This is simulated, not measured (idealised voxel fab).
The process module that follows is named voxel capacitor over wiring.
The figure presents cross-section cut, which has a width of 230 nm and is divided into square cells with an edge length of 5 nm.
Cross-section format: a grid of square cells, given as bands from top to bottom; each band is one or more rows of cells. This entry defines a band. It first specifies the height of the band's top and the height of its bottom in nm, and then specifies the band's materials from left to right, stating each material with its width in nm. The word "everywhere" identifies a single material that fills the band from edge to edge, while the word "empty" identifies empty space. Basically, 0 is our baseline, since under it the wafer straight out of the box is all one material. The bottom band has no lower end and keeps on going down, so it looks like "top 0, no bottom". When a width is written as two numbers, as in "30->40", the first number is the width in the top row of cells of the band and the second is the width in its bottom row, and the width changes by the same amount from each row to the next. A step reported as "nothing was modified" is a step in which no cell of the cross-section changed. This entry, "Closed cavities", enumerates those empty regions of no fewer than 8 cells that possess no open connection to the top. Each region is reported in the form width x height at distance, the distance being taken from the left edge, with all three quantities expressed in nm. Whatever follows a step's settings on its line is a remark the simulator itself makes about that step. Each step line may optionally specify "overlay nm", which for a step with a mask gives the rightward distance between the mask's planned place and where it lay, a negative value indicating the leftward direction.

PROCESS STEPS FORESEEN IN THE PLAN
- 1: RECEIVE | material Si
- 2: CONFORMAL_DEP | material SiO2 | thk nm 10
- 3: CONFORMAL_DEP | material SiN | thk nm 5
- 4: DIRECTIONAL_DEP | material SiO2 | thk nm 25
- 5: DIRECTIONAL_DEP | material aC | thk nm 10
- 6: PATTERN | tone open | mask id METAL_1 | material resist | width nm 20 | pitch nm 90 | thk nm 30 | overlay nm 0
- 7: DIRECTIONAL_ETCH | etch materials aC | depth nm 10
- 8: STRIP | etch materials resist
- 9: DIRECTIONAL_ETCH | etch materials SiO2 | depth nm 25
- 10: DIRECTIONAL_ETCH | etch materials SiN | depth nm 5
- 11: STRIP | etch materials aC
- 12: CONFORMAL_DEP | material TiN | thk nm 5
- 13: FILL_DEP | material Cu | thk nm 5
- 14: CMP | height nm 40
- 15: CONFORMAL_DEP | material SiCN | thk nm 5
- 16: DIRECTIONAL_DEP | material lowk | thk nm 20
- 17: DIRECTIONAL_DEP | material aC | thk nm 10
- 18: PATTERN | tone open | mask id PLUG_1 | material resist | width nm 15 | thk nm 25 | overlay nm 0
- 19: DIRECTIONAL_ETCH | etch materials aC | depth nm 10
- 20: STRIP | etch materials resist
- 21: DIRECTIONAL_ETCH | etch materials lowk | depth nm 20
- 22: DIRECTIONAL_ETCH | etch materials SiCN | depth nm 5
- 23: STRIP | etch materials aC
- 24: CONFORMAL_DEP | material TiN | thk nm 5
- 25: FILL_DEP | material W | thk nm 10
- 26: CMP | height nm 65
- 27: DIRECTIONAL_DEP | material TiN | thk nm 10
- 28: DIRECTIONAL_DEP | material HfO2 | thk nm 5
- 29: DIRECTIONAL_DEP | material TiN | thk nm 5
- 30: DIRECTIONAL_DEP | material aC | thk nm 15
- 31: PATTERN | tone cover | mask id UPPER_PLATE | material resist | width nm 75 | thk nm 35 | overlay nm 0
- 32: DIRECTIONAL_ETCH | etch materials aC | depth nm 15
- 33: STRIP | etch materials resist
- 34: DIRECTIONAL_ETCH | etch materials TiN | depth nm 5
- 35: DIRECTIONAL_ETCH | etch materials HfO2 | depth nm 5
- 36: STRIP | etch materials aC
- 37: PATTERN | tone cover | mask id LOWER_PLATE | material resist | width nm 85 | thk nm 20 | overlay nm 0
- 38: DIRECTIONAL_ETCH | etch materials TiN | depth nm 10
- 39: STRIP | etch materials resist
- 40: FILL_DEP | material SiO2 | thk nm 15
- 41: CMP | height nm 95
- 42: MASKED_ETCH | tone open | mask id PLUG_2 | width nm 15 | etch materials SiO2 | depth nm 10 | overlay nm 0
- 43: CONFORMAL_DEP | material TiN | thk nm 5
- 44: FILL_DEP | material W | thk nm 10
- 45: CMP | height nm 95
- 46: CONFORMAL_DEP | material SiN | thk nm 5

AS RECEIVED (POST STEP 1): CROSS-SECTION
- top 0, no bottom = Si everywhere
- Closed cavities: none

SECTIONED VIEW, FIRST OF TWO WAFERS, AT THE CLOSE OF THE MODULE, PROCESSED AS INTENDED IN THE PLAN
- top 100, bottom 95 = SiN everywhere
- top 95, bottom 90 = SiO2=75 | TiN=5 | W=5 | TiN=5 | SiO2=140
- top 90, bottom 80 = SiO2=75->65 | TiN=15->75 | SiO2=140->90
- top 80, bottom 75 = SiO2=65 | HfO2=75 | SiO2=90
- top 75, bottom 65 = SiO2=60 | TiN=85 | SiO2=85
- top 65, bottom 45 = lowk=65 | TiN=5 | W=5 | TiN=5 | lowk=150
- top 45, bottom 40 = SiCN=65 | TiN=15 | SiCN=150
- top 40, bottom 15 = SiO2=60 | TiN=5 | Cu=10 | TiN=5 | SiO2=70 | TiN=5 | Cu=10 | TiN=5 | SiO2=60
- top 15, bottom 10 = SiN=60 | TiN=20 | SiN=70 | TiN=20 | SiN=60
- top 10, bottom 0 = SiO2 everywhere
- top 0, no bottom = Si everywhere
- Closed cavities: none

HERE IS THE SECOND OF THE TWO WAFERS CUT OPEN AT THE END OF THE MODULE - SAME START, SAME PLAN AS THE FIRST ONE, BUT WE MADE ONE MISTAKE RUNNING IT
- top 100, bottom 95 = SiN everywhere
- top 95, bottom 90 = SiO2=75 | TiN=5 | W=5 | TiN=5 | SiO2=140
- top 90, bottom 80 = SiO2=75->65 | TiN=15->75 | SiO2=140->90
- top 80, bottom 75 = SiO2=65 | HfO2=75 | SiO2=90
- top 75, bottom 65 = SiO2=60 | TiN=85 | SiO2=85
- top 65, bottom 45 = lowk=65 | TiN=5 | W=5 | TiN=5 | lowk=150
- top 45, bottom 40 = SiCN=65 | TiN=15 | SiCN=150
- top 40, bottom 35 = TiN=65 | Cu=10 | TiN=80 | Cu=10 | TiN=65
- top 35, bottom 15 = SiO2=60 | TiN=5 | Cu=10 | TiN=5 | SiO2=70 | TiN=5 | Cu=10 | TiN=5 | SiO2=60
- top 15, bottom 10 = SiO2=60 | TiN=20 | SiO2=70 | TiN=20 | SiO2=60
- top 10, bottom 0 = SiO2 everywhere
- top 0, no bottom = Si everywhere
- Closed cavities: none
Run error: step 3 of the plan never got run, it was skipped over
Final wafer comparison in cells, second versus first, more or fewer per material: -38 SiN; +38 TiN
